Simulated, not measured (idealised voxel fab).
The following is a process module called voxel quadruple lines.
For reference, the cross-section in this document is cut, with width 185 nm and square cells of 5 nm.
In what follows, cross-sections appear as grids of square cells, described through bands that run from the top down, where every band is one or more rows of cells.
Read a band's entry like this: the first values are the height of its top and the height of its bottom in nm, and what follows is the sequence of materials from left to right, each with its width in nm. Note that "blank" is empty space, and that a single material marked "all across" reaches across the band from edge to edge.
Heights are expressed relative to 0, this being the level below which the as-received wafer comprises one material exclusively. The lowest band is unbounded in the downward direction and is denoted as in "from 0 down".
A width given as "30 to 40" starts at the first number in the band's top row and ends at the second number in its bottom row, shifting by an equal amount at every step from row to row.
Key: "stayed the same" - step with no changed cell in the cross-section.
"Sealed cavities" lists enclosed empty spaces (at least 8 cells, no open path upward to the top), each as width x height at distance from the left edge, in nm.
after a step's settings: what the simulator itself notes on the step
The line of a step may include "overlay nm". On a step with a mask, this value is how far to the right of its planned place the mask lay. A negative value means the mask lay to the left.

Set out below are the planned steps of the process
1 op RECEIVE | material Si
2 op CONFORMAL_DEP | material SiO2 | thk nm 5
3 op DIRECTIONAL_DEP | material W | thk nm 10
4 op DIRECTIONAL_DEP | material polySi | thk nm 20
5 op DIRECTIONAL_DEP | material aC | thk nm 25
6 op PATTERN | tone cover | mask id MANDREL | material resist | width nm 35 | thk nm 35 | overlay nm 0
7 op DIRECTIONAL_ETCH | etch materials aC | depth nm 25
8 op STRIP | etch materials resist
9 op CONFORMAL_DEP | material SiO2 | thk nm 15
10 op DIRECTIONAL_ETCH | etch materials SiO2 | depth nm 15
11 op STRIP | etch materials aC
12 op DIRECTIONAL_ETCH | etch materials polySi | depth nm 20
13 op STRIP | etch materials SiO2
14 op CONFORMAL_DEP | material SiN | thk nm 10
15 op DIRECTIONAL_ETCH | etch materials SiN | depth nm 10
16 op STRIP | etch materials polySi
17 op DIRECTIONAL_ETCH | etch materials W | depth nm 10
18 op STRIP | etch materials SiN
19 op FILL_DEP | material SiO2 | thk nm 5
20 op CMP | height nm 15

So, the first of our two wafers, run just as we planned it

So this is the incoming wafer in cross-section - it's already been through step 1
from 0 down = Si all across
Sealed cavities: none

Step 2 complete: cross-section through the wafer
from 5 to 0 = SiO2 all across
Below 0, no change.

Step 3 complete: cross-section through the wafer
from 15 to 5 = W all across
Below 5, no change.

Step 4 complete: cross-section through the wafer
from 35 to 15 = polySi all across
Below 15, no change.

Step 5 complete: cross-section through the wafer
from 60 to 35 = aC all across
Below 35, no change.

Step 6 complete: cross-section through the wafer
from 95 to 60 = blank: 75, resist: 35, blank: 75
Below 60, no change.

Step 7 complete: cross-section through the wafer
from 70 to 60 = blank: 75, resist: 35, blank: 75
from 60 to 35 = blank: 75, aC: 35, blank: 75
Below 35, no change.

Step 8 complete: cross-section through the wafer
from 60 to 35 = blank: 75, aC: 35, blank: 75
Below 35, no change.

Step 9 complete: cross-section through the wafer
from 75 to 60 = blank: 60, SiO2: 65, blank: 60
from 60 to 50 = blank: 60, SiO2: 15, aC: 35, SiO2: 15, blank: 60
from 50 to 35 = SiO2: 75, aC: 35, SiO2: 75
Below 35, no change.

Step 10 complete: cross-section through the wafer
from 60 to 35 = blank: 60, SiO2: 15, aC: 35, SiO2: 15, blank: 60
Below 35, no change.

Step 11 complete: cross-section through the wafer
from 60 to 35 = blank: 60, SiO2: 15, blank: 35, SiO2: 15, blank: 60
Below 35, no change.

Step 12 complete: cross-section through the wafer
from 60 to 35 = blank: 60, SiO2: 15, blank: 35, SiO2: 15, blank: 60
from 35 to 15 = blank: 60, polySi: 15, blank: 35, polySi: 15, blank: 60
Below 15, no change.

Step 13 complete: cross-section through the wafer
from 35 to 15 = blank: 60, polySi: 15, blank: 35, polySi: 15, blank: 60
Below 15, no change.

Step 14 complete: cross-section through the wafer
from 45 to 35 = blank: 50, SiN: 35, blank: 15, SiN: 35, blank: 50
from 35 to 25 = blank: 50, SiN: 10, polySi: 15, SiN: 10, blank: 15, SiN: 10, polySi: 15, SiN: 10, blank: 50
from 25 to 15 = SiN: 60, polySi: 15, SiN: 35, polySi: 15, SiN: 60
Below 15, no change.

Step 15 complete: cross-section through the wafer
from 35 to 15 = blank: 50, SiN: 10, polySi: 15, SiN: 10, blank: 15, SiN: 10, polySi: 15, SiN: 10, blank: 50
Below 15, no change.

Step 16 complete: cross-section through the wafer
from 35 to 15 = blank: 50, SiN: 10, blank: 15, SiN: 10, blank: 15, SiN: 10, blank: 15, SiN: 10, blank: 50
Below 15, no change.

Step 17 complete: cross-section through the wafer
from 35 to 15 = blank: 50, SiN: 10, blank: 15, SiN: 10, blank: 15, SiN: 10, blank: 15, SiN: 10, blank: 50
from 15 to 5 = blank: 50, W: 10, blank: 15, W: 10, blank: 15, W: 10, blank: 15, W: 10, blank: 50
Below 5, no change.

Step 18 complete: cross-section through the wafer
from 15 to 5 = blank: 50, W: 10, blank: 15, W: 10, blank: 15, W: 10, blank: 15, W: 10, blank: 50
Below 5, no change.

Step 19 complete: cross-section through the wafer
from 20 to 15 = SiO2 all across
from 15 to 5 = SiO2: 50, W: 10, SiO2: 15, W: 10, SiO2: 15, W: 10, SiO2: 15, W: 10, SiO2: 50
Below 5, no change.

Step 20 complete: cross-section through the wafer
from 15 to 5 = SiO2: 50, W: 10, SiO2: 15, W: 10, SiO2: 15, W: 10, SiO2: 15, W: 10, SiO2: 50
Below 5, no change.

Wafer two: like wafer one in start and plan, but with one mistake in execution; identical up to and including step 5

Second wafer at the planned finish of step 6, seen in cross-section
from 95 to 60 = resist: 75, blank: 35, resist: 75
Below 60, no change.

Second wafer at the planned finish of step 7, seen in cross-section
from 70 to 60 = resist: 75, blank: 35, resist: 75
from 60 to 35 = aC: 75, blank: 35, aC: 75
Below 35, no change.

Second wafer at the planned finish of step 8, seen in cross-section
from 60 to 35 = aC: 75, blank: 35, aC: 75
Below 35, no change.

Second wafer at the planned finish of step 9, seen in cross-section
from 75 to 60 = SiO2: 90, blank: 5, SiO2: 90
from 60 to 50 = aC: 75, SiO2: 15, blank: 5, SiO2: 15, aC: 75
from 50 to 35 = aC: 75, SiO2: 35, aC: 75
Below 35, no change.

Second wafer at the planned finish of step 10, seen in cross-section
from 60 to 35 = aC: 75, SiO2: 15, blank: 5, SiO2: 15, aC: 75
Below 35, no change.

Second wafer at the planned finish of step 11, seen in cross-section
from 60 to 35 = blank: 75, SiO2: 15, blank: 5, SiO2: 15, blank: 75
Below 35, no change.

Second wafer at the planned finish of step 12, seen in cross-section
from 60 to 35 = blank: 75, SiO2: 15, blank: 5, SiO2: 15, blank: 75
from 35 to 15 = blank: 75, polySi: 15, blank: 5, polySi: 15, blank: 75
Below 15, no change.

Second wafer at the planned finish of step 13, seen in cross-section
from 35 to 15 = blank: 75, polySi: 15, blank: 5, polySi: 15, blank: 75
Below 15, no change.

Second wafer at the planned finish of step 14, seen in cross-section
from 45 to 35 = blank: 65, SiN: 55, blank: 65
from 35 to 25 = blank: 65, SiN: 10, polySi: 15, SiN: 5, polySi: 15, SiN: 10, blank: 65
from 25 to 15 = SiN: 75, polySi: 15, SiN: 5, polySi: 15, SiN: 75
Below 15, no change.

Second wafer at the planned finish of step 15, seen in cross-section
from 35 to 15 = blank: 65, SiN: 10, polySi: 15, SiN: 5, polySi: 15, SiN: 10, blank: 65
Below 15, no change.

Second wafer at the planned finish of step 16, seen in cross-section
from 35 to 15 = blank: 65, SiN: 10, blank: 15, SiN: 5, blank: 15, SiN: 10, blank: 65
Below 15, no change.

Second wafer at the planned finish of step 17, seen in cross-section
from 35 to 15 = blank: 65, SiN: 10, blank: 15, SiN: 5, blank: 15, SiN: 10, blank: 65
from 15 to 5 = blank: 65, W: 10, blank: 15, W: 5, blank: 15, W: 10, blank: 65
Below 5, no change.

Second wafer at the planned finish of step 18, seen in cross-section
from 15 to 5 = blank: 65, W: 10, blank: 15, W: 5, blank: 15, W: 10, blank: 65
Below 5, no change.

Second wafer at the planned finish of step 19, seen in cross-section
from 20 to 15 = SiO2 all across
from 15 to 5 = SiO2: 65, W: 10, SiO2: 15, W: 5, SiO2: 15, W: 10, SiO2: 65
Below 5, no change.

Second wafer at the planned finish of step 20, seen in cross-section
from 15 to 5 = SiO2: 65, W: 10, SiO2: 15, W: 5, SiO2: 15, W: 10, SiO2: 65
Below 5, no change.
What broke from the plan during processing? heads up, step 6 didn't go per plan, it actually ran as op PATTERN | tone open | mask id MANDREL | material resist | width nm 35 | thk nm 35 | overlay nm 0
Upon completion, the second wafer contains, in terms of cells, a greater or smaller amount of certain materials than the first wafer: +6 SiO2, -6 W
